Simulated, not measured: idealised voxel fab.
Presented below is a process module, voxel gate over fins.
220 nm wide, 5 nm square cells: that's cross-section cut.
Think of the cross-section as a grid of square cells. We describe it in bands, top to bottom, and each band covers one or more rows of those cells. Look at the band entry: it leads with the top's height and the bottom's height in nm. Then it lists the materials left to right, with a width in nm for each. The word "throughout" on a single material says that material fills the band edge to edge. The word "empty" is empty space. It should be noted that heights are counted from 0, beneath which the wafer as supplied is of one material throughout, and that the lowest band possesses no lower boundary but continues downward, as written in "0 down". When a width is written as two numbers, as in "30->40", the first number is the width in the top row of cells of the band and the second is the width in its bottom row, and the width changes by the same amount from each row to the next. Step marked "remained unchanged"? Then no cell in the cross-section changed in it. Each empty space that has no open way to the top and spans at least 8 cells appears under "Non-vented voids" as width x height at distance, the distance counted from the left edge, all in nm. Note: text after step settings on the step line = simulator remark on that step. overlay nm, on a step with a mask: how far to the right of its planned place the mask lay; to the left if negative.

[The steps planned for the process are as follows]
1. RECEIVE,material Si
2. CONFORMAL_DEP,material SiN,thk nm 10
3. DIRECTIONAL_DEP,material aC,thk nm 15
4. PATTERN,tone cover,mask id FINS,material resist,width nm 15,pitch nm 40,thk nm 35,overlay nm 0
5. DIRECTIONAL_ETCH,etch materials aC,depth nm 15
6. STRIP,etch materials resist
7. DIRECTIONAL_ETCH,etch materials SiN,depth nm 10
8. DIRECTIONAL_ETCH,etch materials Si,depth nm 40
9. STRIP,etch materials aC
10. OXIDIZE,depth nm 5
11. FILL_DEP,material SiO2,thk nm 5
12. CMP,height nm 10
13. SELECTIVE_ETCH,etch materials SiO2,depth nm 25
14. STRIP,etch materials SiN
15. CONFORMAL_DEP,material HfO2,thk nm 5
16. CONFORMAL_DEP,material TiN,thk nm 5
17. CONFORMAL_DEP,material TiAl,thk nm 5
18. CONFORMAL_DEP,material TiN,thk nm 5
19. FILL_DEP,material W,thk nm 15
20. CMP,height nm 30
21. CONFORMAL_DEP,material SiCN,thk nm 5

[On the first of the two wafers: run conducted according to plan]

[As-received state of the wafer in cross-section, equivalent to post-step 1]
0 down  Si throughout
Non-vented voids: none

[Sectional view: wafer, after step 2]
10 to 0  SiN throughout
Below 0, no change.

[Sectional view: wafer, after step 3]
25 to 10  aC throughout
Below 10, no change.

[Sectional view: wafer, after step 4]
60 to 25  empty: 40  resist: 15  empty: 25  resist: 15  empty: 25  resist: 15  empty: 25  resist: 15  empty: 45
Below 25, no change.

[Sectional view: wafer, after step 5]
45 to 25  empty: 40  resist: 15  empty: 25  resist: 15  empty: 25  resist: 15  empty: 25  resist: 15  empty: 45
25 to 10  empty: 40  aC: 15  empty: 25  aC: 15  empty: 25  aC: 15  empty: 25  aC: 15  empty: 45
Below 10, no change.

[Sectional view: wafer, after step 6]
25 to 10  empty: 40  aC: 15  empty: 25  aC: 15  empty: 25  aC: 15  empty: 25  aC: 15  empty: 45
Below 10, no change.

[Sectional view: wafer, after step 7]
25 to 10  empty: 40  aC: 15  empty: 25  aC: 15  empty: 25  aC: 15  empty: 25  aC: 15  empty: 45
10 to 0  empty: 40  SiN: 15  empty: 25  SiN: 15  empty: 25  SiN: 15  empty: 25  SiN: 15  empty: 45
Below 0, no change.

[Sectional view: wafer, after step 8]
25 to 10  empty: 40  aC: 15  empty: 25  aC: 15  empty: 25  aC: 15  empty: 25  aC: 15  empty: 45
10 to 0  empty: 40  SiN: 15  empty: 25  SiN: 15  empty: 25  SiN: 15  empty: 25  SiN: 15  empty: 45
0 to -40  empty: 40  Si: 15  empty: 25  Si: 15  empty: 25  Si: 15  empty: 25  Si: 15  empty: 45
Below -40, no change.

[Sectional view: wafer, after step 9]
10 to 0  empty: 40  SiN: 15  empty: 25  SiN: 15  empty: 25  SiN: 15  empty: 25  SiN: 15  empty: 45
Below 0, no change.

[Sectional view: wafer, after step 10]
10 to 0  empty: 40  SiN: 15  empty: 25  SiN: 15  empty: 25  SiN: 15  empty: 25  SiN: 15  empty: 45
0 to -40  empty: 40  SiO2: 5  Si: 5  SiO2: 5  empty: 25  SiO2: 5  Si: 5  SiO2: 5  empty: 25  SiO2: 5  Si: 5  SiO2: 5  empty: 25  SiO2: 5  Si: 5  SiO2: 5  empty: 45
-40 to -45  SiO2: 45  Si: 5  SiO2: 35  Si: 5  SiO2: 35  Si: 5  SiO2: 35  Si: 5  SiO2: 50
Below -45, no change.

[Sectional view: wafer, after step 11]
15 to 10  SiO2 throughout
10 to 0  SiO2: 40  SiN: 15  SiO2: 25  SiN: 15  SiO2: 25  SiN: 15  SiO2: 25  SiN: 15  SiO2: 45
0 to -45  SiO2: 45  Si: 5  SiO2: 35  Si: 5  SiO2: 35  Si: 5  SiO2: 35  Si: 5  SiO2: 50
Below -45, no change.

[Sectional view: wafer, after step 12]
10 to 0  SiO2: 40  SiN: 15  SiO2: 25  SiN: 15  SiO2: 25  SiN: 15  SiO2: 25  SiN: 15  SiO2: 45
Below 0, no change.

[Sectional view: wafer, after step 13]
10 to 0  empty: 40  SiN: 15  empty: 25  SiN: 15  empty: 25  SiN: 15  empty: 25  SiN: 15  empty: 45
0 to -15  empty: 45  Si: 5  empty: 35  Si: 5  empty: 35  Si: 5  empty: 35  Si: 5  empty: 50
Below -15, no change.

[Sectional view: wafer, after step 14]
0 to -15  empty: 45  Si: 5  empty: 35  Si: 5  empty: 35  Si: 5  empty: 35  Si: 5  empty: 50
Below -15, no change.

[Sectional view: wafer, after step 15]
5 to 0  empty: 40  HfO2: 15  empty: 25  HfO2: 15  empty: 25  HfO2: 15  empty: 25  HfO2: 15  empty: 45
0 to -10  empty: 40  HfO2: 5  Si: 5  HfO2: 5  empty: 25  HfO2: 5  Si: 5  HfO2: 5  empty: 25  HfO2: 5  Si: 5  HfO2: 5  empty: 25  HfO2: 5  Si: 5  HfO2: 5  empty: 45
-10 to -15  HfO2: 45  Si: 5  HfO2: 35  Si: 5  HfO2: 35  Si: 5  HfO2: 35  Si: 5  HfO2: 50
Below -15, no change.

[Sectional view: wafer, after step 16]
10 to 5  empty: 35  TiN: 25  empty: 15  TiN: 25  empty: 15  TiN: 25  empty: 15  TiN: 25  empty: 40
5 to 0  empty: 35  TiN: 5  HfO2: 15  TiN: 5  empty: 15  TiN: 5  HfO2: 15  TiN: 5  empty: 15  TiN: 5  HfO2: 15  TiN: 5  empty: 15  TiN: 5  HfO2: 15  TiN: 5  empty: 40
0 to -5  empty: 35  TiN: 5  HfO2: 5  Si: 5  HfO2: 5  TiN: 5  empty: 15  TiN: 5  HfO2: 5  Si: 5  HfO2: 5  TiN: 5  empty: 15  TiN: 5  HfO2: 5  Si: 5  HfO2: 5  TiN: 5  empty: 15  TiN: 5  HfO2: 5  Si: 5  HfO2: 5  TiN: 5  empty: 40
-5 to -10  TiN: 40  HfO2: 5  Si: 5  HfO2: 5  TiN: 25  HfO2: 5  Si: 5  HfO2: 5  TiN: 25  HfO2: 5  Si: 5  HfO2: 5  TiN: 25  HfO2: 5  Si: 5  HfO2: 5  TiN: 45
Below -10, no change.

[Sectional view: wafer, after step 17]
15 to 10  empty: 30  TiAl: 35  empty: 5  TiAl: 35  empty: 5  TiAl: 35  empty: 5  TiAl: 35  empty: 35
10 to 5  empty: 30  TiAl: 5  TiN: 25  TiAl: 5  empty: 5  TiAl: 5  TiN: 25  TiAl: 5  empty: 5  TiAl: 5  TiN: 25  TiAl: 5  empty: 5  TiAl: 5  TiN: 25  TiAl: 5  empty: 35
5 to 0  empty: 30  TiAl: 5  TiN: 5  HfO2: 15  TiN: 5  TiAl: 5  empty: 5  TiAl: 5  TiN: 5  HfO2: 15  TiN: 5  TiAl: 5  empty: 5  TiAl: 5  TiN: 5  HfO2: 15  TiN: 5  TiAl: 5  empty: 5  TiAl: 5  TiN: 5  HfO2: 15  TiN: 5  TiAl: 5  empty: 35
0 to -5  TiAl: 35  TiN: 5  HfO2: 5  Si: 5  HfO2: 5  TiN: 5  TiAl: 15  TiN: 5  HfO2: 5  Si: 5  HfO2: 5  TiN: 5  TiAl: 15  TiN: 5  HfO2: 5  Si: 5  HfO2: 5  TiN: 5  TiAl: 15  TiN: 5  HfO2: 5  Si: 5  HfO2: 5  TiN: 5  TiAl: 40
Below -5, no change.

[Sectional view: wafer, after step 18]
20 to 15  empty: 25  TiN: 165  empty: 30
15 to 10  empty: 25  TiN: 5  TiAl: 35  TiN: 5  TiAl: 35  TiN: 5  TiAl: 35  TiN: 5  TiAl: 35  TiN: 5  empty: 30
10 to 5  empty: 25  TiN: 5  TiAl: 5  TiN: 25  TiAl: 5  TiN: 5  TiAl: 5  TiN: 25  TiAl: 5  TiN: 5  TiAl: 5  TiN: 25  TiAl: 5  TiN: 5  TiAl: 5  TiN: 25  TiAl: 5  TiN: 5  empty: 30
5 to 0  TiN: 30  TiAl: 5  TiN: 5  HfO2: 15  TiN: 5  TiAl: 5  TiN: 5  TiAl: 5  TiN: 5  HfO2: 15  TiN: 5  TiAl: 5  TiN: 5  TiAl: 5  TiN: 5  HfO2: 15  TiN: 5  TiAl: 5  TiN: 5  TiAl: 5  TiN: 5  HfO2: 15  TiN: 5  TiAl: 5  TiN: 35
Below 0, no change.

[Sectional view: wafer, after step 19]
35 to 20  W throughout
20 to 15  W: 25  TiN: 165  W: 30
15 to 10  W: 25  TiN: 5  TiAl: 35  TiN: 5  TiAl: 35  TiN: 5  TiAl: 35  TiN: 5  TiAl: 35  TiN: 5  W: 30
10 to 5  W: 25  TiN: 5  TiAl: 5  TiN: 25  TiAl: 5  TiN: 5  TiAl: 5  TiN: 25  TiAl: 5  TiN: 5  TiAl: 5  TiN: 25  TiAl: 5  TiN: 5  TiAl: 5  TiN: 25  TiAl: 5  TiN: 5  W: 30
Below 5, no change.

[Sectional view: wafer, after step 20]
30 to 20  W throughout
Below 20, no change.

[Sectional view: wafer, after step 21]
35 to 30  SiCN throughout
Below 30, no change.

[Second wafer, same starting conditions and recipe as the first, one mistake in executing it, nothing differs from the first up to and including step 7]

[Cross-sectional representation of the second wafer at the time designated in the plan for the completion of step 8]
25 to 10  empty: 40  aC: 15  empty: 25  aC: 15  empty: 25  aC: 15  empty: 25  aC: 15  empty: 45
10 to 0  empty: 40  SiN: 15  empty: 25  SiN: 15  empty: 25  SiN: 15  empty: 25  SiN: 15  empty: 45
0 to -45  empty: 40  Si: 15  empty: 25  Si: 15  empty: 25  Si: 15  empty: 25  Si: 15  empty: 45
Below -45, no change.

[Cross-sectional representation of the second wafer at the time designated in the plan for the completion of step 9]
10 to 0  empty: 40  SiN: 15  empty: 25  SiN: 15  empty: 25  SiN: 15  empty: 25  SiN: 15  empty: 45
Below 0, no change.

[Cross-sectional representation of the second wafer at the time designated in the plan for the completion of step 10]
10 to 0  empty: 40  SiN: 15  empty: 25  SiN: 15  empty: 25  SiN: 15  empty: 25  SiN: 15  empty: 45
0 to -45  empty: 40  SiO2: 5  Si: 5  SiO2: 5  empty: 25  SiO2: 5  Si: 5  SiO2: 5  empty: 25  SiO2: 5  Si: 5  SiO2: 5  empty: 25  SiO2: 5  Si: 5  SiO2: 5  empty: 45
-45 to -50  SiO2: 45  Si: 5  SiO2: 35  Si: 5  SiO2: 35  Si: 5  SiO2: 35  Si: 5  SiO2: 50
Below -50, no change.

[Cross-sectional representation of the second wafer at the time designated in the plan for the completion of step 11]
15 to 10  SiO2 throughout
10 to 0  SiO2: 40  SiN: 15  SiO2: 25  SiN: 15  SiO2: 25  SiN: 15  SiO2: 25  SiN: 15  SiO2: 45
0 to -50  SiO2: 45  Si: 5  SiO2: 35  Si: 5  SiO2: 35  Si: 5  SiO2: 35  Si: 5  SiO2: 50
Below -50, no change.

[Cross-sectional representation of the second wafer at the time designated in the plan for the completion of step 12]
10 to 0  SiO2: 40  SiN: 15  SiO2: 25  SiN: 15  SiO2: 25  SiN: 15  SiO2: 25  SiN: 15  SiO2: 45
Below 0, no change.

[Cross-sectional representation of the second wafer at the time designated in the plan for the completion of step 13]
10 to 0  empty: 40  SiN: 15  empty: 25  SiN: 15  empty: 25  SiN: 15  empty: 25  SiN: 15  empty: 45
0 to -15  empty: 45  Si: 5  empty: 35  Si: 5  empty: 35  Si: 5  empty: 35  Si: 5  empty: 50
Below -15, no change.

[Cross-sectional representation of the second wafer at the time designated in the plan for the completion of step 14]
0 to -15  empty: 45  Si: 5  empty: 35  Si: 5  empty: 35  Si: 5  empty: 35  Si: 5  empty: 50
Below -15, no change.

[Cross-sectional representation of the second wafer at the time designated in the plan for the completion of step 15]
5 to 0  empty: 40  HfO2: 15  empty: 25  HfO2: 15  empty: 25  HfO2: 15  empty: 25  HfO2: 15  empty: 45
0 to -10  empty: 40  HfO2: 5  Si: 5  HfO2: 5  empty: 25  HfO2: 5  Si: 5  HfO2: 5  empty: 25  HfO2: 5  Si: 5  HfO2: 5  empty: 25  HfO2: 5  Si: 5  HfO2: 5  empty: 45
-10 to -15  HfO2: 45  Si: 5  HfO2: 35  Si: 5  HfO2: 35  Si: 5  HfO2: 35  Si: 5  HfO2: 50
Below -15, no change.

[Cross-sectional representation of the second wafer at the time designated in the plan for the completion of step 16]
10 to 5  empty: 35  TiN: 25  empty: 15  TiN: 25  empty: 15  TiN: 25  empty: 15  TiN: 25  empty: 40
5 to 0  empty: 35  TiN: 5  HfO2: 15  TiN: 5  empty: 15  TiN: 5  HfO2: 15  TiN: 5  empty: 15  TiN: 5  HfO2: 15  TiN: 5  empty: 15  TiN: 5  HfO2: 15  TiN: 5  empty: 40
0 to -5  empty: 35  TiN: 5  HfO2: 5  Si: 5  HfO2: 5  TiN: 5  empty: 15  TiN: 5  HfO2: 5  Si: 5  HfO2: 5  TiN: 5  empty: 15  TiN: 5  HfO2: 5  Si: 5  HfO2: 5  TiN: 5  empty: 15  TiN: 5  HfO2: 5  Si: 5  HfO2: 5  TiN: 5  empty: 40
-5 to -10  TiN: 40  HfO2: 5  Si: 5  HfO2: 5  TiN: 25  HfO2: 5  Si: 5  HfO2: 5  TiN: 25  HfO2: 5  Si: 5  HfO2: 5  TiN: 25  HfO2: 5  Si: 5  HfO2: 5  TiN: 45
Below -10, no change.

[Cross-sectional representation of the second wafer at the time designated in the plan for the completion of step 17]
15 to 10  empty: 30  TiAl: 35  empty: 5  TiAl: 35  empty: 5  TiAl: 35  empty: 5  TiAl: 35  empty: 35
10 to 5  empty: 30  TiAl: 5  TiN: 25  TiAl: 5  empty: 5  TiAl: 5  TiN: 25  TiAl: 5  empty: 5  TiAl: 5  TiN: 25  TiAl: 5  empty: 5  TiAl: 5  TiN: 25  TiAl: 5  empty: 35
5 to 0  empty: 30  TiAl: 5  TiN: 5  HfO2: 15  TiN: 5  TiAl: 5  empty: 5  TiAl: 5  TiN: 5  HfO2: 15  TiN: 5  TiAl: 5  empty: 5  TiAl: 5  TiN: 5  HfO2: 15  TiN: 5  TiAl: 5  empty: 5  TiAl: 5  TiN: 5  HfO2: 15  TiN: 5  TiAl: 5  empty: 35
0 to -5  TiAl: 35  TiN: 5  HfO2: 5  Si: 5  HfO2: 5  TiN: 5  TiAl: 15  TiN: 5  HfO2: 5  Si: 5  HfO2: 5  TiN: 5  TiAl: 15  TiN: 5  HfO2: 5  Si: 5  HfO2: 5  TiN: 5  TiAl: 15  TiN: 5  HfO2: 5  Si: 5  HfO2: 5  TiN: 5  TiAl: 40
Below -5, no change.

[Cross-sectional representation of the second wafer at the time designated in the plan for the completion of step 18]
20 to 15  empty: 25  TiN: 165  empty: 30
15 to 10  empty: 25  TiN: 5  TiAl: 35  TiN: 5  TiAl: 35  TiN: 5  TiAl: 35  TiN: 5  TiAl: 35  TiN: 5  empty: 30
10 to 5  empty: 25  TiN: 5  TiAl: 5  TiN: 25  TiAl: 5  TiN: 5  TiAl: 5  TiN: 25  TiAl: 5  TiN: 5  TiAl: 5  TiN: 25  TiAl: 5  TiN: 5  TiAl: 5  TiN: 25  TiAl: 5  TiN: 5  empty: 30
5 to 0  TiN: 30  TiAl: 5  TiN: 5  HfO2: 15  TiN: 5  TiAl: 5  TiN: 5  TiAl: 5  TiN: 5  HfO2: 15  TiN: 5  TiAl: 5  TiN: 5  TiAl: 5  TiN: 5  HfO2: 15  TiN: 5  TiAl: 5  TiN: 5  TiAl: 5  TiN: 5  HfO2: 15  TiN: 5  TiAl: 5  TiN: 35
Below 0, no change.

[Cross-sectional representation of the second wafer at the time designated in the plan for the completion of step 19]
35 to 20  W throughout
20 to 15  W: 25  TiN: 165  W: 30
15 to 10  W: 25  TiN: 5  TiAl: 35  TiN: 5  TiAl: 35  TiN: 5  TiAl: 35  TiN: 5  TiAl: 35  TiN: 5  W: 30
10 to 5  W: 25  TiN: 5  TiAl: 5  TiN: 25  TiAl: 5  TiN: 5  TiAl: 5  TiN: 25  TiAl: 5  TiN: 5  TiAl: 5  TiN: 25  TiAl: 5  TiN: 5  TiAl: 5  TiN: 25  TiAl: 5  TiN: 5  W: 30
Below 5, no change.

[Cross-sectional representation of the second wafer at the time designated in the plan for the completion of step 20]
30 to 20  W throughout
Below 20, no change.

[Cross-sectional representation of the second wafer at the time designated in the plan for the completion of step 21]
35 to 30  SiCN throughout
Below 30, no change.
Processing error: step 8 ran with different settings than intended, the actual operation and settings being DIRECTIONAL_ETCH,etch materials Si,depth nm 45
Final cells, second wafer relative to first, materials higher or lower: 40 fewer of Si; 40 more of SiO2
